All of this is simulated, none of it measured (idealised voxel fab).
Proc. module: voxel tone inversion
cross-section cut | 165 nm wide | cells 5 nm
Notation: cross-section as square-cell grid; stated in bands, top first, going down; one or more cell rows per band.
The entry gives the band's vertical extent as a top height and a bottom height in nm, then its horizontal make-up as materials from left to right, each with a width in nm. "air" stands for empty space; a single material marked "all across" fills the band edge to edge.
Height 0 is the level under which the wafer as received is all one material. The lowest band goes on downwards, as in "top 0, no bottom".
You'd read "30->40" like this: the band's top row of cells is as wide as the first number, its bottom row is as wide as the second, and going down, every row changes width by the same amount as the row before did.
Basically "nothing changed" means that step didn't change any cell in the cross-section.
Entry "Enclosed void listing". Content: empty spaces with no open connection to the top, size 8 cells or greater. Each: width x height at distance. Distance: from left edge. Unit: nm.
Post-settings text on a step line: simulator's own remark regarding the step.
"overlay nm" on a masked step: distance the mask lay right of its planned place, negative for left.
-- Here's what the planned process steps look like
1. RECEIVE with material Si
2. CONFORMAL_DEP with material SiN, thk nm 5
3. DIRECTIONAL_DEP with material aC, thk nm 20
4. PATTERN with tone cover, mask id POSTS, material resist, width nm 15, pitch nm 30, thk nm 30, overlay nm 0
5. DIRECTIONAL_ETCH with etch materials aC, depth nm 20
6. STRIP with etch materials resist
7. FILL_DEP with material lowk, thk nm 5
8. CMP with height nm 25
9. STRIP with etch materials aC
-- On the first of the two wafers: run conducted according to plan
-- Wafer at receipt (post step 1), cross-section
- top 0, no bottom | Si all across
- Enclosed void listing: none
-- Step 2 done - wafer cross-section
- top 5, bottom 0 | SiN all across
- No changes below 0.
-- Step 3 done - wafer cross-section
- top 25, bottom 5 | aC all across
- No changes below 5.
-- Step 4 done - wafer cross-section
- top 55, bottom 25 | 30 of air; 15 of resist; 15 of air; 15 of resist; 15 of air; 15 of resist; 15 of air; 15 of resist; 30 of air
- No changes below 25.
-- Step 5 done - wafer cross-section
- top 35, bottom 25 | 30 of air; 15 of resist; 15 of air; 15 of resist; 15 of air; 15 of resist; 15 of air; 15 of resist; 30 of air
- top 25, bottom 5 | 30 of air; 15 of aC; 15 of air; 15 of aC; 15 of air; 15 of aC; 15 of air; 15 of aC; 30 of air
- No changes below 5.
-- Step 6 done - wafer cross-section
- top 25, bottom 5 | 30 of air; 15 of aC; 15 of air; 15 of aC; 15 of air; 15 of aC; 15 of air; 15 of aC; 30 of air
- No changes below 5.
-- Step 7 done - wafer cross-section
- top 30, bottom 25 | lowk all across
- top 25, bottom 5 | 30 of lowk; 15 of aC; 15 of lowk; 15 of aC; 15 of lowk; 15 of aC; 15 of lowk; 15 of aC; 30 of lowk
- No changes below 5.
-- Step 8 done - wafer cross-section
- top 25, bottom 5 | 30 of lowk; 15 of aC; 15 of lowk; 15 of aC; 15 of lowk; 15 of aC; 15 of lowk; 15 of aC; 30 of lowk
- No changes below 5.
-- Step 9 done - wafer cross-section
- top 25, bottom 5 | 30 of lowk; 15 of air; 15 of lowk; 15 of air; 15 of lowk; 15 of air; 15 of lowk; 15 of air; 30 of lowk
- No changes below 5.
-- It is to be noted that the second wafer proceeded from the same initial state and according to the same plan as the first, although one mistake was committed in its execution; through step 3, inclusive, the two wafers share an identical history
-- Second wafer, section view, time point: scheduled end of step 4
- top 55, bottom 25 | 30 of resist; 15 of air; 15 of resist; 15 of air; 15 of resist; 15 of air; 15 of resist; 15 of air; 30 of resist
- No changes below 25.
-- Second wafer, section view, time point: scheduled end of step 5
- top 35, bottom 25 | 30 of resist; 15 of air; 15 of resist; 15 of air; 15 of resist; 15 of air; 15 of resist; 15 of air; 30 of resist
- top 25, bottom 5 | 30 of aC; 15 of air; 15 of aC; 15 of air; 15 of aC; 15 of air; 15 of aC; 15 of air; 30 of aC
- No changes below 5.
-- Second wafer, section view, time point: scheduled end of step 6
- top 25, bottom 5 | 30 of aC; 15 of air; 15 of aC; 15 of air; 15 of aC; 15 of air; 15 of aC; 15 of air; 30 of aC
- No changes below 5.
-- Second wafer, section view, time point: scheduled end of step 7
- top 30, bottom 25 | lowk all across
- top 25, bottom 5 | 30 of aC; 15 of lowk; 15 of aC; 15 of lowk; 15 of aC; 15 of lowk; 15 of aC; 15 of lowk; 30 of aC
- No changes below 5.
-- Second wafer, section view, time point: scheduled end of step 8
- top 25, bottom 5 | 30 of aC; 15 of lowk; 15 of aC; 15 of lowk; 15 of aC; 15 of lowk; 15 of aC; 15 of lowk; 30 of aC
- No changes below 5.
-- Second wafer, section view, time point: scheduled end of step 9
- top 25, bottom 5 | 30 of air; 15 of lowk; 15 of air; 15 of lowk; 15 of air; 15 of lowk; 15 of air; 15 of lowk; 30 of air
- No changes below 5.
What was done differently from what was planned? rather than as planned, step 4 actually ran as PATTERN with tone open, mask id POSTS, material resist, width nm 15, pitch nm 30, thk nm 30, overlay nm 0
End of process, cell counts, second wafer against first, materials with more or fewer: lowk -36
